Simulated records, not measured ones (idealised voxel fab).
process module | voxel capacitor over wiring
cross-section cut | 150 nm wide | cells 5 nm
A cross-section is a grid of square cells, given in bands from the top down. A band is one or more rows of cells.
Each band's line starts with the height of the band's top and of its bottom, in nm. Then come its materials from left to right, each with its width in nm. One material with "throughout" fills the band from edge to edge. "air" is empty space.
Height 0 is the level under which the wafer as received is all one material. The lowest band goes on downwards, as in "0 down".
A width such as "30 to 40" changes by the same amount from each row of cells to the next, from the band's top row to its bottom row.
"no change" after a step means that no cell of the cross-section changed.
closed voids: empty space of 8 cells or more with no open way to the top, each as width x height at its distance from the left edge, in nm
after a step's settings: what the simulator itself notes on the step
overlay nm, on a step with a mask: how far to the right of its planned place the mask lay; to the left if negative
plan
1 op RECEIVE | material Si
2 op CONFORMAL_DEP | material SiO2 | thk nm 15
3 op CONFORMAL_DEP | material SiCN | thk nm 5
4 op DIRECTIONAL_DEP | material lowk | thk nm 20
5 op DIRECTIONAL_DEP | material aC | thk nm 15
6 op PATTERN | tone open | mask id METAL_1 | material resist | width nm 20 | pitch nm 90 | thk nm 35 | overlay nm 0
7 op DIRECTIONAL_ETCH | etch materials aC | depth nm 15
8 op STRIP | etch materials resist
9 op DIRECTIONAL_ETCH | etch materials lowk | depth nm 20
10 op DIRECTIONAL_ETCH | etch materials SiCN | depth nm 5
11 op STRIP | etch materials aC
12 op CONFORMAL_DEP | material TiN | thk nm 5
13 op FILL_DEP | material Cu | thk nm 10
14 op CMP | height nm 40
15 op CONFORMAL_DEP | material SiCN | thk nm 5
16 op DIRECTIONAL_DEP | material SiO2 | thk nm 10
17 op DIRECTIONAL_DEP | material aC | thk nm 10
18 op PATTERN | tone open | mask id PLUG_1 | material resist | width nm 15 | thk nm 25 | overlay nm 0
19 op DIRECTIONAL_ETCH | etch materials aC | depth nm 10
20 op STRIP | etch materials resist
21 op DIRECTIONAL_ETCH | etch materials SiO2 | depth nm 10
22 op DIRECTIONAL_ETCH | etch materials SiCN | depth nm 5
23 op STRIP | etch materials aC
24 op EPI | material Ru | thk nm 10
25 op EPI | material Ru | thk nm 5
26 op DIRECTIONAL_DEP | material TiN | thk nm 10
27 op DIRECTIONAL_DEP | material SiN | thk nm 5
28 op DIRECTIONAL_DEP | material TiN | thk nm 10
29 op MASKED_ETCH | tone cover | mask id UPPER_PLATE | width nm 75 | etch materials TiN | depth nm 10 | overlay nm 0
30 op MASKED_ETCH | tone cover | mask id UPPER_PLATE | width nm 75 | etch materials SiN | depth nm 5 | overlay nm 0
31 op MASKED_ETCH | tone cover | mask id LOWER_PLATE | width nm 85 | etch materials TiN | depth nm 10 | overlay nm 0
32 op FILL_DEP | material SiO2 | thk nm 15
33 op CMP | height nm 90
34 op MASKED_ETCH | tone open | mask id PLUG_2 | width nm 15 | etch materials SiO2 | depth nm 10 | overlay nm 0
35 op CONFORMAL_DEP | material TiN | thk nm 5
36 op FILL_DEP | material Cu | thk nm 10
37 op CMP | height nm 90
38 op CONFORMAL_DEP | material SiCN | thk nm 5
first wafer, as planned
as received, after step 1
  0 down: Si throughout
  closed voids: none
after step 2
  15 to 0: SiO2 throughout
  below 0: unchanged
after step 3
  20 to 15: SiCN throughout
  below 15: unchanged
after step 4
  40 to 20: lowk throughout
  below 20: unchanged
after step 5
  55 to 40: aC throughout
  below 40: unchanged
after step 6
  90 to 55: resist 20 | air 20 | resist 70 | air 20 | resist 20
  below 55: unchanged
after step 7
  75 to 55: resist 20 | air 20 | resist 70 | air 20 | resist 20
  55 to 40: aC 20 | air 20 | aC 70 | air 20 | aC 20
  below 40: unchanged
after step 8
  55 to 40: aC 20 | air 20 | aC 70 | air 20 | aC 20
  below 40: unchanged
after step 9
  55 to 40: aC 20 | air 20 | aC 70 | air 20 | aC 20
  40 to 20: lowk 20 | air 20 | lowk 70 | air 20 | lowk 20
  below 20: unchanged
after step 10
  55 to 40: aC 20 | air 20 | aC 70 | air 20 | aC 20
  40 to 20: lowk 20 | air 20 | lowk 70 | air 20 | lowk 20
  20 to 15: SiCN 20 | air 20 | SiCN 70 | air 20 | SiCN 20
  below 15: unchanged
after step 11
  40 to 20: lowk 20 | air 20 | lowk 70 | air 20 | lowk 20
  below 20: unchanged
after step 12
  45 to 40: TiN 25 | air 10 | TiN 80 | air 10 | TiN 25
  40 to 20: lowk 20 | TiN 5 | air 10 | TiN 5 | lowk 70 | TiN 5 | air 10 | TiN 5 | lowk 20
  20 to 15: SiCN 20 | TiN 20 | SiCN 70 | TiN 20 | SiCN 20
  below 15: unchanged
after step 13
  55 to 45: Cu throughout
  45 to 40: TiN 25 | Cu 10 | TiN 80 | Cu 10 | TiN 25
  40 to 20: lowk 20 | TiN 5 | Cu 10 | TiN 5 | lowk 70 | TiN 5 | Cu 10 | TiN 5 | lowk 20
  below 20: unchanged
after step 14
  40 to 20: lowk 20 | TiN 5 | Cu 10 | TiN 5 | lowk 70 | TiN 5 | Cu 10 | TiN 5 | lowk 20
  below 20: unchanged
after step 15
  45 to 40: SiCN throughout
  below 40: unchanged
after step 16
  55 to 45: SiO2 throughout
  below 45: unchanged
after step 17
  65 to 55: aC throughout
  below 55: unchanged
after step 18
  90 to 65: resist 25 | air 15 | resist 110
  below 65: unchanged
after step 19
  80 to 65: resist 25 | air 15 | resist 110
  65 to 55: aC 25 | air 15 | aC 110
  below 55: unchanged
after step 20
  65 to 55: aC 25 | air 15 | aC 110
  below 55: unchanged
after step 21
  65 to 55: aC 25 | air 15 | aC 110
  55 to 45: SiO2 25 | air 15 | SiO2 110
  below 45: unchanged
after step 22
  65 to 55: aC 25 | air 15 | aC 110
  55 to 45: SiO2 25 | air 15 | SiO2 110
  45 to 40: SiCN 25 | air 15 | SiCN 110
  below 40: unchanged
after step 23
  55 to 45: SiO2 25 | air 15 | SiO2 110
  below 45: unchanged
after step 24
  55 to 50: SiO2 25 | air 15 | SiO2 110
  50 to 45: SiO2 25 | Ru 15 | SiO2 110
  45 to 40: SiCN 25 | Ru 15 | SiCN 110
  below 40: unchanged
after step 25
  55 to 45: SiO2 25 | Ru 15 | SiO2 110
  below 45: unchanged
after step 26
  65 to 55: TiN throughout
  below 55: unchanged
after step 27
  70 to 65: SiN throughout
  below 65: unchanged
after step 28
  80 to 70: TiN throughout
  below 70: unchanged
after step 29
  80 to 70: air 25 | TiN 75 | air 50
  below 70: unchanged
after step 30
  80 to 70: air 25 | TiN 75 | air 50
  70 to 65: air 25 | SiN 75 | air 50
  below 65: unchanged
after step 31
  80 to 70: air 25 | TiN 75 | air 50
  70 to 65: air 25 | SiN 75 | air 50
  65 to 55: air 20 | TiN 85 | air 45
  below 55: unchanged
after step 32
  95 to 80: SiO2 throughout
  80 to 70: SiO2 25 | TiN 75 | SiO2 50
  70 to 65: SiO2 25 | SiN 75 | SiO2 50
  65 to 55: SiO2 20 | TiN 85 | SiO2 45
  below 55: unchanged
after step 33
  90 to 80: SiO2 throughout
  below 80: unchanged
after step 34
  90 to 80: SiO2 35 | air 15 | SiO2 100
  below 80: unchanged
after step 35
  95 to 90: TiN 40 | air 5 | TiN 105
  90 to 85: SiO2 35 | TiN 5 | air 5 | TiN 5 | SiO2 100
  85 to 80: SiO2 35 | TiN 15 | SiO2 100
  below 80: unchanged
after step 36
  105 to 95: Cu throughout
  95 to 90: TiN 40 | Cu 5 | TiN 105
  90 to 85: SiO2 35 | TiN 5 | Cu 5 | TiN 5 | SiO2 100
  below 85: unchanged
after step 37
  90 to 85: SiO2 35 | TiN 5 | Cu 5 | TiN 5 | SiO2 100
  below 85: unchanged
after step 38
  95 to 90: SiCN throughout
  below 90: unchanged
second wafer: like start, like plan, one mistake. Through step 5 it matches the first wafer
when step 6 should have ended
  90 to 55: resist 15 | air 30 | resist 60 | air 30 | resist 15
  below 55: unchanged
when step 7 should have ended
  75 to 55: resist 15 | air 30 | resist 60 | air 30 | resist 15
  55 to 40: aC 15 | air 30 | aC 60 | air 30 | aC 15
  below 40: unchanged
when step 8 should have ended
  55 to 40: aC 15 | air 30 | aC 60 | air 30 | aC 15
  below 40: unchanged
when step 9 should have ended
  55 to 40: aC 15 | air 30 | aC 60 | air 30 | aC 15
  40 to 20: lowk 15 | air 30 | lowk 60 | air 30 | lowk 15
  below 20: unchanged
when step 10 should have ended
  55 to 40: aC 15 | air 30 | aC 60 | air 30 | aC 15
  40 to 20: lowk 15 | air 30 | lowk 60 | air 30 | lowk 15
  20 to 15: SiCN 15 | air 30 | SiCN 60 | air 30 | SiCN 15
  below 15: unchanged
when step 11 should have ended
  40 to 20: lowk 15 | air 30 | lowk 60 | air 30 | lowk 15
  below 20: unchanged
when step 12 should have ended
  45 to 40: TiN 20 | air 20 | TiN 70 | air 20 | TiN 20
  40 to 20: lowk 15 | TiN 5 | air 20 | TiN 5 | lowk 60 | TiN 5 | air 20 | TiN 5 | lowk 15
  20 to 15: SiCN 15 | TiN 30 | SiCN 60 | TiN 30 | SiCN 15
  below 15: unchanged
when step 13 should have ended
  55 to 45: Cu throughout
  45 to 40: TiN 20 | Cu 20 | TiN 70 | Cu 20 | TiN 20
  40 to 20: lowk 15 | TiN 5 | Cu 20 | TiN 5 | lowk 60 | TiN 5 | Cu 20 | TiN 5 | lowk 15
  below 20: unchanged
when step 14 should have ended
  40 to 20: lowk 15 | TiN 5 | Cu 20 | TiN 5 | lowk 60 | TiN 5 | Cu 20 | TiN 5 | lowk 15
  below 20: unchanged
when step 15 should have ended
  45 to 40: SiCN throughout
  below 40: unchanged
when step 16 should have ended
  55 to 45: SiO2 throughout
  below 45: unchanged
when step 17 should have ended
  65 to 55: aC throughout
  below 55: unchanged
when step 18 should have ended
  90 to 65: resist 25 | air 15 | resist 110
  below 65: unchanged
when step 19 should have ended
  80 to 65: resist 25 | air 15 | resist 110
  65 to 55: aC 25 | air 15 | aC 110
  below 55: unchanged
when step 20 should have ended
  65 to 55: aC 25 | air 15 | aC 110
  below 55: unchanged
when step 21 should have ended
  65 to 55: aC 25 | air 15 | aC 110
  55 to 45: SiO2 25 | air 15 | SiO2 110
  below 45: unchanged
when step 22 should have ended
  65 to 55: aC 25 | air 15 | aC 110
  55 to 45: SiO2 25 | air 15 | SiO2 110
  45 to 40: SiCN 25 | air 15 | SiCN 110
  below 40: unchanged
when step 23 should have ended
  55 to 45: SiO2 25 | air 15 | SiO2 110
  below 45: unchanged
when step 24 should have ended
  55 to 50: SiO2 25 | air 15 | SiO2 110
  50 to 45: SiO2 25 | Ru 15 | SiO2 110
  45 to 40: SiCN 25 | Ru 15 | SiCN 110
  below 40: unchanged
when step 25 should have ended
  55 to 45: SiO2 25 | Ru 15 | SiO2 110
  below 45: unchanged
when step 26 should have ended
  65 to 55: TiN throughout
  below 55: unchanged
when step 27 should have ended
  70 to 65: SiN throughout
  below 65: unchanged
when step 28 should have ended
  80 to 70: TiN throughout
  below 70: unchanged
when step 29 should have ended
  80 to 70: air 25 | TiN 75 | air 50
  below 70: unchanged
when step 30 should have ended
  80 to 70: air 25 | TiN 75 | air 50
  70 to 65: air 25 | SiN 75 | air 50
  below 65: unchanged
when step 31 should have ended
  80 to 70: air 25 | TiN 75 | air 50
  70 to 65: air 25 | SiN 75 | air 50
  65 to 55: air 20 | TiN 85 | air 45
  below 55: unchanged
when step 32 should have ended
  95 to 80: SiO2 throughout
  80 to 70: SiO2 25 | TiN 75 | SiO2 50
  70 to 65: SiO2 25 | SiN 75 | SiO2 50
  65 to 55: SiO2 20 | TiN 85 | SiO2 45
  below 55: unchanged
when step 33 should have ended
  90 to 80: SiO2 throughout
  below 80: unchanged
when step 34 should have ended
  90 to 80: SiO2 35 | air 15 | SiO2 100
  below 80: unchanged
when step 35 should have ended
  95 to 90: TiN 40 | air 5 | TiN 105
  90 to 85: SiO2 35 | TiN 5 | air 5 | TiN 5 | SiO2 100
  85 to 80: SiO2 35 | TiN 15 | SiO2 100
  below 80: unchanged
when step 36 should have ended
  105 to 95: Cu throughout
  95 to 90: TiN 40 | Cu 5 | TiN 105
  90 to 85: SiO2 35 | TiN 5 | Cu 5 | TiN 5 | SiO2 100
  below 85: unchanged
when step 37 should have ended
  90 to 85: SiO2 35 | TiN 5 | Cu 5 | TiN 5 | SiO2 100
  below 85: unchanged
when step 38 should have ended
  95 to 90: SiCN throughout
  below 90: unchanged
what went wrong: step 6 ran as: op PATTERN | tone open | mask id METAL_1 | material resist | width nm 30 | pitch nm 90 | thk nm 35 | overlay nm 0
at the end the second wafer has, in cells: 16 more of Cu | 4 fewer of SiCN | 4 more of TiN | 16 fewer of lowk
